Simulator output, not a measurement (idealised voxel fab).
This section sets out a process module, namely voxel transistor to metal.
The figure presents cross-section cut, which has a width of 300 nm and is divided into square cells with an edge length of 5 nm.
The cross-sections in this document take the form of a grid made of square cells. They are written out as bands, in order from top to bottom. Each band consists of one or more rows of cells.
Heads up on the band format: heights come first, top then bottom, in nm. After that it's the materials left to right, each with its width in nm. A single material flagged "everywhere" fills the whole band edge to edge, and "air" means there's empty space there.
Height reference: 0 = level under which incoming wafer is all one material. Lowest band: no bottom, runs on downward, e.g. "0 nm and below".
Graded width ("30->40"): value in top row of band = first number; value in bottom row = second number; row-to-row change constant.
When a step is marked "stayed the same", none of the cells in the cross-section changed during that step.
"Entrapped void list" specifies each empty space that is not open to the top and that occupies no fewer than 8 cells, using the form width x height at distance, the distance measured from the left edge and all three quantities in nm.
Formally, on a step line, whatever follows the settings is a remark that the simulator itself makes on the step.
overlay nm: for a step with a mask, the amount by which the mask lay right of where it was planned; a negative amount means left of it.
From here on the document is pairs. In a pair, the cross-section before one process step comes with the cross-section after it, and the latter goes no deeper than the lowest band that changed. What lies in between, the step and its settings, is written under the pair. A pair may be from a different run of this module on the same starting wafer than the pair above it, so it continues from that pair only where its entry headed "Pre-step profile" says so.

### Pre-step profile
45 nm to 40 nm  35 SiCN; 5 SiN; 95 air; 5 SiN; 20 SiCN; 5 SiN; 95 air; 5 SiN; 35 SiCN
40 nm to 30 nm  80 SiCN; 5 SiN; 5 air; 5 SiN; 110 SiCN; 5 SiN; 5 air; 5 SiN; 80 SiCN
30 nm to 25 nm  35 polySi; 45 SiCN; 5 SiN; 5 air; 5 SiN; 45 SiCN; 20 polySi; 45 SiCN; 5 SiN; 5 air; 5 SiN; 45 SiCN; 35 polySi
25 nm to 5 nm  80 polySi; 5 SiN; 5 air; 5 SiN; 110 polySi; 5 SiN; 5 air; 5 SiN; 80 polySi
5 nm to 0 nm  35 SiO2; 45 polySi; 5 SiN; 5 air; 5 SiN; 45 polySi; 20 SiO2; 45 polySi; 5 SiN; 5 air; 5 SiN; 45 polySi; 35 SiO2
0 nm to -5 nm  85 SiO2; 5 nSi; 120 SiO2; 5 nSi; 85 SiO2
-5 nm to -20 nm  40 SiO2; 95 Si; 30 SiO2; 95 Si; 40 SiO2
-20 nm and below  Si everywhere
Entrapped void list: none

### after
55 nm to 45 nm  SiO2 everywhere
45 nm to 40 nm  35 SiCN; 5 SiN; 95 SiO2; 5 SiN; 20 SiCN; 5 SiN; 95 SiO2; 5 SiN; 35 SiCN
40 nm to 30 nm  80 SiCN; 5 SiN; 5 SiO2; 5 SiN; 110 SiCN; 5 SiN; 5 SiO2; 5 SiN; 80 SiCN
30 nm to 25 nm  35 polySi; 45 SiCN; 5 SiN; 5 SiO2; 5 SiN; 45 SiCN; 20 polySi; 45 SiCN; 5 SiN; 5 SiO2; 5 SiN; 45 SiCN; 35 polySi
25 nm to 5 nm  80 polySi; 5 SiN; 5 SiO2; 5 SiN; 110 polySi; 5 SiN; 5 SiO2; 5 SiN; 80 polySi
5 nm to 0 nm  35 SiO2; 45 polySi; 5 SiN; 5 SiO2; 5 SiN; 45 polySi; 20 SiO2; 45 polySi; 5 SiN; 5 SiO2; 5 SiN; 45 polySi; 35 SiO2
All layers under 0 are left as they were.
Entrapped void list: none
Step between the pre-process and post-process cross-sections given above: FILL_DEP [material SiO2] [thk nm 10]

Pre-step profile: the after view from the pair directly above serves as the before view here.

### after
40 nm to 30 nm  80 SiCN; 5 SiN; 5 SiO2; 5 SiN; 110 SiCN; 5 SiN; 5 SiO2; 5 SiN; 80 SiCN
All layers under 30 are left as they were.
Entrapped void list: none
Step between the pre-process and post-process cross-sections given above: CMP [height nm 40]

Pre-step profile: the after view from the pair directly above serves as the before view here.

### after
55 nm to 40 nm  SiO2 everywhere
All layers under 40 are left as they were.
Entrapped void list: none
Step between the pre-process and post-process cross-sections given above: DIRECTIONAL_DEP [material SiO2] [thk nm 15]

Pre-step profile: the after view from the pair directly above serves as the before view here.

### after
70 nm to 55 nm  aC everywhere
All layers under 55 are left as they were.
Entrapped void list: none
Step between the pre-process and post-process cross-sections given above: DIRECTIONAL_DEP [material aC] [thk nm 15]

Pre-step profile: the after view from the pair directly above serves as the before view here.

### after
105 nm to 70 nm  50 resist; 15 air; 45 resist; 15 air; 50 resist; 15 air; 45 resist; 15 air; 50 resist
All layers under 70 are left as they were.
Entrapped void list: none
Step between the pre-process and post-process cross-sections given above: PATTERN [tone open] [mask id CONTACT] [material resist] [width nm 15] [thk nm 35] [overlay nm 0]

Pre-step profile: the after view from the pair directly above serves as the before view here.

### after
90 nm to 70 nm  50 resist; 15 air; 45 resist; 15 air; 50 resist; 15 air; 45 resist; 15 air; 50 resist
70 nm to 55 nm  50 aC; 15 air; 45 aC; 15 air; 50 aC; 15 air; 45 aC; 15 air; 50 aC
All layers under 55 are left as they were.
Entrapped void list: none
Step between the pre-process and post-process cross-sections given above: DIRECTIONAL_ETCH [etch materials aC] [depth nm 15]

Pre-step profile: the after view from the pair directly above serves as the before view here.

### after
70 nm to 55 nm  50 aC; 15 air; 45 aC; 15 air; 50 aC; 15 air; 45 aC; 15 air; 50 aC
All layers under 55 are left as they were.
Entrapped void list: none
Step between the pre-process and post-process cross-sections given above: STRIP [etch materials resist]

Pre-step profile: the after view from the pair directly above serves as the before view here.

### after
70 nm to 55 nm  50 aC; 15 air; 45 aC; 15 air; 50 aC; 15 air; 45 aC; 15 air; 50 aC
55 nm to 40 nm  50 SiO2; 15 air; 45 SiO2; 15 air; 50 SiO2; 15 air; 45 SiO2; 15 air; 50 SiO2
All layers under 40 are left as they were.
Entrapped void list: none
Step between the pre-process and post-process cross-sections given above: DIRECTIONAL_ETCH [etch materials SiO2] [depth nm 55]

Pre-step profile: the after view from the pair directly above serves as the before view here.

### after
55 nm to 40 nm  50 SiO2; 15 air; 45 SiO2; 15 air; 50 SiO2; 15 air; 45 SiO2; 15 air; 50 SiO2
All layers under 40 are left as they were.
Entrapped void list: none
Step between the pre-process and post-process cross-sections given above: STRIP [etch materials aC]

Pre-step profile: the after view from the pair directly above serves as the before view here.

### after
60 nm to 55 nm  55 TiN; 5 air; 55 TiN; 5 air; 60 TiN; 5 air; 55 TiN; 5 air; 55 TiN
55 nm to 45 nm  50 SiO2; 5 TiN; 5 air; 5 TiN; 45 SiO2; 5 TiN; 5 air; 5 TiN; 50 SiO2; 5 TiN; 5 air; 5 TiN; 45 SiO2; 5 TiN; 5 air; 5 TiN; 50 SiO2
45 nm to 40 nm  50 SiO2; 15 TiN; 45 SiO2; 15 TiN; 50 SiO2; 15 TiN; 45 SiO2; 15 TiN; 50 SiO2
All layers under 40 are left as they were.
Entrapped void list: none
Step between the pre-process and post-process cross-sections given above: CONFORMAL_DEP [material TiN] [thk nm 5]

Pre-step profile: the after view from the pair directly above serves as the before view here.

### after
65 nm to 60 nm  W everywhere
60 nm to 55 nm  55 TiN; 5 W; 55 TiN; 5 W; 60 TiN; 5 W; 55 TiN; 5 W; 55 TiN
55 nm to 45 nm  50 SiO2; 5 TiN; 5 W; 5 TiN; 45 SiO2; 5 TiN; 5 W; 5 TiN; 50 SiO2; 5 TiN; 5 W; 5 TiN; 45 SiO2; 5 TiN; 5 W; 5 TiN; 50 SiO2
All layers under 45 are left as they were.
Entrapped void list: none
Step between the pre-process and post-process cross-sections given above: FILL_DEP [material W] [thk nm 5]

Pre-step profile: the after view from the pair directly above serves as the before view here.

### after
55 nm to 45 nm  50 SiO2; 5 TiN; 5 W; 5 TiN; 45 SiO2; 5 TiN; 5 W; 5 TiN; 50 SiO2; 5 TiN; 5 W; 5 TiN; 45 SiO2; 5 TiN; 5 W; 5 TiN; 50 SiO2
All layers under 45 are left as they were.
Entrapped void list: none
Step between the pre-process and post-process cross-sections given above: CMP [height nm 55]

Pre-step profile: the after view from the pair directly above serves as the before view here.

### after
60 nm to 55 nm  TiN everywhere
All layers under 55 are left as they were.
Entrapped void list: none
Step between the pre-process and post-process cross-sections given above: DIRECTIONAL_DEP [material TiN] [thk nm 5]

Pre-step profile: the after view from the pair directly above serves as the before view here.

### after
75 nm to 60 nm  W everywhere
All layers under 60 are left as they were.
Entrapped void list: none
Step between the pre-process and post-process cross-sections given above: DIRECTIONAL_DEP [material W] [thk nm 15]

Pre-step profile: the after view from the pair directly above serves as the before view here.

### after
90 nm to 75 nm  aC everywhere
All layers under 75 are left as they were.
Entrapped void list: none
Step between the pre-process and post-process cross-sections given above: DIRECTIONAL_DEP [material aC] [thk nm 15]

Pre-step profile: the after view from the pair directly above serves as the before view here.

### after
120 nm to 90 nm  50 air; 15 resist; 45 air; 15 resist; 50 air; 15 resist; 45 air; 15 resist; 50 air
All layers under 90 are left as they were.
Entrapped void list: none
Step between the pre-process and post-process cross-sections given above: PATTERN [tone cover] [mask id METAL_1] [material resist] [width nm 15] [thk nm 30] [overlay nm 0]

Pre-step profile: the after view from the pair directly above serves as the before view here.

### after
105 nm to 90 nm  50 air; 15 resist; 45 air; 15 resist; 50 air; 15 resist; 45 air; 15 resist; 50 air
90 nm to 75 nm  50 air; 15 aC; 45 air; 15 aC; 50 air; 15 aC; 45 air; 15 aC; 50 air
All layers under 75 are left as they were.
Entrapped void list: none
Step between the pre-process and post-process cross-sections given above: DIRECTIONAL_ETCH [etch materials aC] [depth nm 15]

Pre-step profile: the after view from the pair directly above serves as the before view here.

### after
90 nm to 75 nm  50 air; 15 aC; 45 air; 15 aC; 50 air; 15 aC; 45 air; 15 aC; 50 air
All layers under 75 are left as they were.
Entrapped void list: none
Step between the pre-process and post-process cross-sections given above: STRIP [etch materials resist]

Pre-step profile: the after view from the pair directly above serves as the before view here.

### after
90 nm to 75 nm  50 air; 15 aC; 45 air; 15 aC; 50 air; 15 aC; 45 air; 15 aC; 50 air
75 nm to 60 nm  50 air; 15 W; 45 air; 15 W; 50 air; 15 W; 45 air; 15 W; 50 air
All layers under 60 are left as they were.
Entrapped void list: none
Step between the pre-process and post-process cross-sections given above: DIRECTIONAL_ETCH [etch materials W] [depth nm 15]

Pre-step profile: the after view from the pair directly above serves as the before view here.

### after
90 nm to 75 nm  50 air; 15 aC; 45 air; 15 aC; 50 air; 15 aC; 45 air; 15 aC; 50 air
75 nm to 60 nm  50 air; 15 W; 45 air; 15 W; 50 air; 15 W; 45 air; 15 W; 50 air
60 nm to 55 nm  50 air; 15 TiN; 45 air; 15 TiN; 50 air; 15 TiN; 45 air; 15 TiN; 50 air
All layers under 55 are left as they were.
Entrapped void list: none
Step between the pre-process and post-process cross-sections given above: DIRECTIONAL_ETCH [etch materials TiN] [depth nm 5]

Pre-step profile: the after view from the pair directly above serves as the before view here.

### after
75 nm to 60 nm  50 air; 15 W; 45 air; 15 W; 50 air; 15 W; 45 air; 15 W; 50 air
All layers under 60 are left as they were.
Entrapped void list: none
Step between the pre-process and post-process cross-sections given above: STRIP [etch materials aC]

Pre-step profile: the after view from the pair directly above serves as the before view here.

### after
80 nm to 75 nm  45 air; 25 SiN; 35 air; 25 SiN; 40 air; 25 SiN; 35 air; 25 SiN; 45 air
75 nm to 60 nm  45 air; 5 SiN; 15 W; 5 SiN; 35 air; 5 SiN; 15 W; 5 SiN; 40 air; 5 SiN; 15 W; 5 SiN; 35 air; 5 SiN; 15 W; 5 SiN; 45 air
60 nm to 55 nm  50 SiN; 15 TiN; 45 SiN; 15 TiN; 50 SiN; 15 TiN; 45 SiN; 15 TiN; 50 SiN
All layers under 55 are left as they were.
Entrapped void list: none
Step between the pre-process and post-process cross-sections given above: CONFORMAL_DEP [material SiN] [thk nm 5]

Pre-step profile: the after view from the pair directly above serves as the before view here.

### after
85 nm to 80 nm  lowk everywhere
80 nm to 75 nm  45 lowk; 25 SiN; 35 lowk; 25 SiN; 40 lowk; 25 SiN; 35 lowk; 25 SiN; 45 lowk
75 nm to 60 nm  45 lowk; 5 SiN; 15 W; 5 SiN; 35 lowk; 5 SiN; 15 W; 5 SiN; 40 lowk; 5 SiN; 15 W; 5 SiN; 35 lowk; 5 SiN; 15 W; 5 SiN; 45 lowk
All layers under 60 are left as they were.
Entrapped void list: none
Step between the pre-process and post-process cross-sections given above: FILL_DEP [material lowk] [thk nm 5]

Pre-step profile: the after view from the pair directly above serves as the before view here.

### after
75 nm to 60 nm  45 lowk; 5 SiN; 15 W; 5 SiN; 35 lowk; 5 SiN; 15 W; 5 SiN; 40 lowk; 5 SiN; 15 W; 5 SiN; 35 lowk; 5 SiN; 15 W; 5 SiN; 45 lowk
All layers under 60 are left as they were.
Entrapped void list: none
Step between the pre-process and post-process cross-sections given above: CMP [height nm 75]

Pre-step profile: the after view from the pair directly above serves as the before view here.

### after
80 nm to 75 nm  SiN everywhere
All layers under 75 are left as they were.
Entrapped void list: none
Step between the pre-process and post-process cross-sections given above: CONFORMAL_DEP [material SiN] [thk nm 5]
